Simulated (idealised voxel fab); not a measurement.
Presented below is a process module, voxel self aligned vias.
Square cell edge 5 nm, section width 235 nm, ID cut.
Cross-sections here: square-cell grids, written as top-down lists of bands, a band being one or more rows of cells. Heights first: top, then bottom, in nm. Then materials, left to right, each with a width in nm. "full width" on a single material: fills the band edge to edge. "blank": empty space. The reference from which all heights are counted is 0, the level beneath which the as-received wafer is entirely one material; the lowest band, having no lower bound, proceeds downward and is written after the example "0 -> down". Per-row width for "30 to 40": begins at first number (top row of band), ends at second number (bottom row), increment between rows held constant. When a step is marked "nothing different", none of the cells in the cross-section changed during that step. In the "Enclosed void inventory" entry, you get each enclosed empty space of 8 cells or more, one with no open way to the top, written width x height at distance, distance from the left edge, in nm. Read whatever lies past the settings on a step's line as the simulator's own remark about the step. The optional step-line setting "overlay nm" applies to steps with a mask and quantifies how far to the right of its planned location the mask lay, a negative value indicating leftward placement. Before/after cross-section pairs, one process step each; after shown to lowest changed band; step and settings beneath. Pairs may be from different runs of this module on the same starting wafer; a pair continues from the one above only where its "Status before step" entry says so.
**Status before step**
- 65 -> 50: 60 nm SiO2 | 35 nm blank | 25 nm SiO2 | 35 nm blank | 80 nm SiO2
- 50 -> 45: 75 nm SiO2 | 20 nm blank | 5 nm SiN | 35 nm SiO2 | 20 nm blank | 5 nm SiN | 75 nm SiO2
- 45 -> 25: 75 nm SiO2 | 5 nm TiN | 15 nm W | 5 nm TiN | 35 nm SiO2 | 5 nm TiN | 15 nm W | 5 nm TiN | 75 nm SiO2
- 25 -> 20: 75 nm SiO2 | 25 nm TiN | 35 nm SiO2 | 25 nm TiN | 75 nm SiO2
- 20 -> 15: SiCN full width
- 15 -> 0: SiO2 full width
- 0 -> down: Si full width
- Enclosed void inventory: none
**Section After Processing**
- 70 -> 65: 65 nm TiN | 25 nm blank | 35 nm TiN | 25 nm blank | 85 nm TiN
- 65 -> 55: 60 nm SiO2 | 5 nm TiN | 25 nm blank | 5 nm TiN | 25 nm SiO2 | 5 nm TiN | 25 nm blank | 5 nm TiN | 80 nm SiO2
- 55 -> 50: 60 nm SiO2 | 20 nm TiN | 10 nm blank | 5 nm TiN | 25 nm SiO2 | 20 nm TiN | 10 nm blank | 5 nm TiN | 80 nm SiO2
- 50 -> 45: 75 nm SiO2 | 20 nm TiN | 5 nm SiN | 35 nm SiO2 | 20 nm TiN | 5 nm SiN | 75 nm SiO2
- Unchanged below 45.
- Enclosed void inventory: none
Processing between the before and after sections above: CONFORMAL_DEP with material TiN, thk nm 5
Status before step: the cross-section after the pair above
**Section After Processing**
- 75 -> 70: Cu full width
- 70 -> 65: 65 nm TiN | 25 nm Cu | 35 nm TiN | 25 nm Cu | 85 nm TiN
- 65 -> 55: 60 nm SiO2 | 5 nm TiN | 25 nm Cu | 5 nm TiN | 25 nm SiO2 | 5 nm TiN | 25 nm Cu | 5 nm TiN | 80 nm SiO2
- 55 -> 50: 60 nm SiO2 | 20 nm TiN | 10 nm Cu | 5 nm TiN | 25 nm SiO2 | 20 nm TiN | 10 nm Cu | 5 nm TiN | 80 nm SiO2
- Unchanged below 50.
- Enclosed void inventory: none
Processing between the before and after sections above: FILL_DEP with material Cu, thk nm 5
Status before step: the cross-section after the pair above
**Section After Processing**
- 65 -> 55: 60 nm SiO2 | 5 nm TiN | 25 nm Cu | 5 nm TiN | 25 nm SiO2 | 5 nm TiN | 25 nm Cu | 5 nm TiN | 80 nm SiO2
- Unchanged below 55.
- Enclosed void inventory: none
Processing between the before and after sections above: CMP with height nm 65
Status before step: the cross-section after the pair above
**Section After Processing**
- 70 -> 65: SiCN full width
- Unchanged below 65.
- Enclosed void inventory: none
Processing between the before and after sections above: CONFORMAL_DEP with material SiCN, thk nm 5
**Status before step**
- 65 -> 55: 70 nm SiO2 | 5 nm TiN | 25 nm Cu | 5 nm TiN | 25 nm SiO2 | 5 nm TiN | 25 nm Cu | 5 nm TiN | 70 nm SiO2
- 55 -> 50: 70 nm SiO2 | 10 nm TiN | 15 nm Cu | 10 nm TiN | 25 nm SiO2 | 10 nm TiN | 15 nm Cu | 10 nm TiN | 70 nm SiO2
- 50 -> 45: 75 nm SiO2 | 25 nm TiN | 35 nm SiO2 | 25 nm TiN | 75 nm SiO2
- 45 -> 25: 75 nm SiO2 | 5 nm TiN | 15 nm W | 5 nm TiN | 35 nm SiO2 | 5 nm TiN | 15 nm W | 5 nm TiN | 75 nm SiO2
- 25 -> 20: 75 nm SiO2 | 25 nm TiN | 35 nm SiO2 | 25 nm TiN | 75 nm SiO2
- 20 -> 15: SiCN full width
- 15 -> 0: SiO2 full width
- 0 -> down: Si full width
- Enclosed void inventory: none
**Section After Processing**
- 70 -> 65: W full width
- Unchanged below 65.
- Enclosed void inventory: none
Processing between the before and after sections above: CONFORMAL_DEP with material W, thk nm 5
**Status before step**
- 65 -> 50: SiO2 full width
- 50 -> 45: 75 nm SiO2 | 25 nm SiN | 35 nm SiO2 | 25 nm SiN | 75 nm SiO2
- 45 -> 25: 75 nm SiO2 | 5 nm TiN | 15 nm W | 5 nm TiN | 35 nm SiO2 | 5 nm TiN | 15 nm W | 5 nm TiN | 75 nm SiO2
- 25 -> 20: 75 nm SiO2 | 25 nm TiN | 35 nm SiO2 | 25 nm TiN | 75 nm SiO2
- 20 -> 15: SiCN full width
- 15 -> 0: SiO2 full width
- 0 -> down: Si full width
- Enclosed void inventory: none
**Section After Processing**
- 65 -> 50: 70 nm blank | 35 nm SiO2 | 25 nm blank | 35 nm SiO2 | 70 nm blank
- Unchanged below 50.
- Enclosed void inventory: none
Processing between the before and after sections above: MASKED_ETCH with tone cover, mask id VIAS, width nm 35, pitch nm 60, etch materials SiO2, depth nm 15, overlay nm 0
Status before step: the cross-section after the pair above
**Section After Processing**
- 70 -> 65: 65 nm blank | 45 nm TiN | 15 nm blank | 45 nm TiN | 65 nm blank
- 65 -> 55: 65 nm blank | 5 nm TiN | 35 nm SiO2 | 5 nm TiN | 15 nm blank | 5 nm TiN | 35 nm SiO2 | 5 nm TiN | 65 nm blank
- 55 -> 50: 70 nm TiN | 35 nm SiO2 | 25 nm TiN | 35 nm SiO2 | 70 nm TiN
- Unchanged below 50.
- Enclosed void inventory: none
Processing between the before and after sections above: CONFORMAL_DEP with material TiN, thk nm 5
Status before step: the cross-section after the pair above
**Section After Processing**
- 75 -> 70: Cu full width
- 70 -> 65: 65 nm Cu | 45 nm TiN | 15 nm Cu | 45 nm TiN | 65 nm Cu
- 65 -> 55: 65 nm Cu | 5 nm TiN | 35 nm SiO2 | 5 nm TiN | 15 nm Cu | 5 nm TiN | 35 nm SiO2 | 5 nm TiN | 65 nm Cu
- Unchanged below 55.
- Enclosed void inventory: none
Processing between the before and after sections above: FILL_DEP with material Cu, thk nm 5
Status before step: the cross-section after the pair above
**Section After Processing**
- 65 -> 55: 65 nm Cu | 5 nm TiN | 35 nm SiO2 | 5 nm TiN | 15 nm Cu | 5 nm TiN | 35 nm SiO2 | 5 nm TiN | 65 nm Cu
- Unchanged below 55.
- Enclosed void inventory: none
Processing between the before and after sections above: CMP with height nm 65
Status before step: the cross-section after the pair above
**Section After Processing**
- 70 -> 65: SiCN full width
- Unchanged below 65.
- Enclosed void inventory: none
Processing between the before and after sections above: CONFORMAL_DEP with material SiCN, thk nm 5
